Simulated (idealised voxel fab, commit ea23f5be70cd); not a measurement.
Module name: voxel trench capacitor (process module)
Cross-section cut spans 240 nm and uses square cells 5 nm in size.
A cross-section in this document is a grid of square cells, and it is written down as bands, the top band listed before the ones below it; a band is made up of one or more rows of cells.
In this notation a band is specified by the heights of its top and bottom, in that order and in nm, after which its materials appear from left to right, each paired with its width in nm. The word "throughout" attached to a single material means that material fills the band from edge to edge; the word "blank" stands for empty space.
Heads up on the height convention: 0 is the point under which the incoming wafer is all one material, and the lowest band has no bottom, it just keeps going down, like "top 0, no bottom".
Top row gets the first number, bottom row gets the second, and each row in between changes by the same step: that is how a band width like "30..40" works.
The cross-section has no changed cell in any step marked "no change".
In "Closed void table" the enclosed voids are listed, meaning empty spaces of 8 cells or larger without any opening to the top. The form is width x height at distance, distance from the left edge, units nm.
On each step's line, the part that comes after the settings is the simulator's own comment on the step.
Regarding "overlay nm": on a step with a mask, it is the distance the mask lay to the right of its planned place; a negative value places it to the left.

Steps in the process plan
1. RECEIVE: material Si
2. CONFORMAL_DEP: material SiN, thk nm 5
3. DIRECTIONAL_DEP: material aC, thk nm 15
4. PATTERN: tone open, mask id TRENCH, material resist, width nm 15, pitch nm 50, thk nm 30, overlay nm 0
5. DIRECTIONAL_ETCH: etch materials aC, depth nm 15
6. STRIP: etch materials resist
7. DIRECTIONAL_ETCH: etch materials SiN, depth nm 5
8. DIRECTIONAL_ETCH: etch materials Si, depth nm 25
9. STRIP: etch materials aC
10. CONFORMAL_DEP: material SiO2, thk nm 5
11. FILL_DEP: material polySi, thk nm 10
12. CMP: height nm 5
Quick note for whoever runs this: the wafers start identical, but the width nm at step 4 isn't the same across them. The plan just shows what the first wafer had.

Cross-section, first of several wafers, as delivered after step 1
    top 0, no bottom | Si throughout
    Closed void table: none

After the module's final step, step 12: the first of several wafers in cross-section
    top 5, bottom 0 | 60 SiN / 5 SiO2 / 5 polySi / 5 SiO2 / 35 SiN / 5 SiO2 / 5 polySi / 5 SiO2 / 35 SiN / 5 SiO2 / 5 polySi / 5 SiO2 / 65 SiN
    top 0, bottom -20 | 60 Si / 5 SiO2 / 5 polySi / 5 SiO2 / 35 Si / 5 SiO2 / 5 polySi / 5 SiO2 / 35 Si / 5 SiO2 / 5 polySi / 5 SiO2 / 65 Si
    top -20, bottom -25 | 60 Si / 15 SiO2 / 35 Si / 15 SiO2 / 35 Si / 15 SiO2 / 65 Si
    top -25, no bottom | Si throughout
    Closed void table: none

So this is the cross-section on the last wafer at the end of the module
    top 5, bottom 0 | 50 SiN / 5 SiO2 / 25 polySi / 5 SiO2 / 15 SiN / 5 SiO2 / 25 polySi / 5 SiO2 / 15 SiN / 5 SiO2 / 25 polySi / 5 SiO2 / 55 SiN
    top 0, bottom -20 | 50 Si / 5 SiO2 / 25 polySi / 5 SiO2 / 15 Si / 5 SiO2 / 25 polySi / 5 SiO2 / 15 Si / 5 SiO2 / 25 polySi / 5 SiO2 / 55 Si
    top -20, bottom -25 | 50 Si / 35 SiO2 / 15 Si / 35 SiO2 / 15 Si / 35 SiO2 / 55 Si
    top -25, no bottom | Si throughout
    Closed void table: none

The rows of the table below are wafers. Looking at the end of the module, a row counts, for every material, the cells the wafer has gained, shown as (+), or lost, shown as (-), since it was received; its closed voids come next
width nm 15, -45 Si, +39 SiN, +39 SiO2, +15 polySi, Closed void table: none
width nm 20, -60 Si, +36 SiN, +42 SiO2, +30 polySi, Closed void table: none
width nm 25, -75 Si, +33 SiN, +45 SiO2, +45 polySi, Closed void table: none
width nm 30, -90 Si, +30 SiN, +48 SiO2, +60 polySi, Closed void table: none
width nm 35, -105 Si, +27 SiN, +51 SiO2, +75 polySi, Closed void table: none
